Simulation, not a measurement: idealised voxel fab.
You're looking at the process module voxel fin reveal.
The figure presents cross-section cut, which has a width of 155 nm and is divided into square cells with an edge length of 5 nm.
The cross-sections in this document take the form of a grid made of square cells. They are written out as bands, in order from top to bottom. Each band consists of one or more rows of cells. Read a band's entry like this: the first values are the height of its top and the height of its bottom in nm, and what follows is the sequence of materials from left to right, each with its width in nm. Note that "empty" is empty space, and that a single material marked "throughout" reaches across the band from edge to edge. Basically, 0 is our baseline, since under it the wafer straight out of the box is all one material. The bottom band has no lower end and keeps on going down, so it looks like "0 down". A width such as "30->40" changes by the same amount from each row of cells to the next, from the band's top row to its bottom row. What does "stayed the same" mean for a step? It means no cell of the cross-section changed in that step. Heads up: "Entrapped void list" only lists the empty pockets with no open path to the top that are 8 cells or more, and it writes them as width x height at distance, distance from the left edge, in nm. It should be noted that, on the line of a given step, the content following the step's settings is a remark produced by the simulator itself with respect to that step. The optional step-line setting "overlay nm" applies to steps with a mask and quantifies how far to the right of its planned location the mask lay, a negative value indicating leftward placement.

[Below is the list of planned process steps]
1) RECEIVE with material Si
2) CONFORMAL_DEP with material SiN, thk nm 5
3) DIRECTIONAL_DEP with material aC, thk nm 15
4) PATTERN with tone cover, mask id FINS, material resist, width nm 15, pitch nm 40, thk nm 35, overlay nm 0
5) DIRECTIONAL_ETCH with etch materials aC, depth nm 15
6) STRIP with etch materials resist
7) DIRECTIONAL_ETCH with etch materials SiN, depth nm 5
8) DIRECTIONAL_ETCH with etch materials Si, depth nm 25
9) STRIP with etch materials aC
10) FILL_DEP with material SiO2, thk nm 10
11) CMP with height nm 5
12) SELECTIVE_ETCH with etch materials SiO2, depth nm 15
13) STRIP with etch materials SiN
14) CONFORMAL_DEP with material SiO2, thk nm 5
The wafers are alike at the start. At step 8, their depth nm differs. The plan lists the first wafer's value.

[This is how the first of several wafers looked in cross-section when it arrived, which is after step 1]
	0 down  Si throughout
	Entrapped void list: none

[Cross-section, first of several wafers, end of module, after last step 14]
	5 to 0  empty: 45, SiO2: 25, empty: 15, SiO2: 25, empty: 45
	0 to -5  empty: 45, SiO2: 5, Si: 15, SiO2: 5, empty: 15, SiO2: 5, Si: 15, SiO2: 5, empty: 45
	-5 to -25  SiO2: 50, Si: 15, SiO2: 25, Si: 15, SiO2: 50
	-25 down  Si throughout
	Entrapped void list: none

[End of module, last wafer sectioned]
	5 to 0  empty: 45, SiO2: 25, empty: 15, SiO2: 25, empty: 45
	0 to -5  empty: 45, SiO2: 5, Si: 15, SiO2: 5, empty: 15, SiO2: 5, Si: 15, SiO2: 5, empty: 45
	-5 to -50  SiO2: 50, Si: 15, SiO2: 25, Si: 15, SiO2: 50
	-50 down  Si throughout
	Entrapped void list: none

[Here is how to read the rows: every wafer has a row, and it shows the wafer at the end of the module, giving for each material how many cells were gained (+) or lost (-) since the wafer was received, then listing its closed voids]
depth nm 25, -125 Si, +114 SiO2, Entrapped void list: none
depth nm 30, -150 Si, +139 SiO2, Entrapped void list: none
depth nm 35, -175 Si, +164 SiO2, Entrapped void list: none
depth nm 40, -200 Si, +189 SiO2, Entrapped void list: none
depth nm 45, -225 Si, +214 SiO2, Entrapped void list: none
depth nm 50, -250 Si, +239 SiO2, Entrapped void list: none
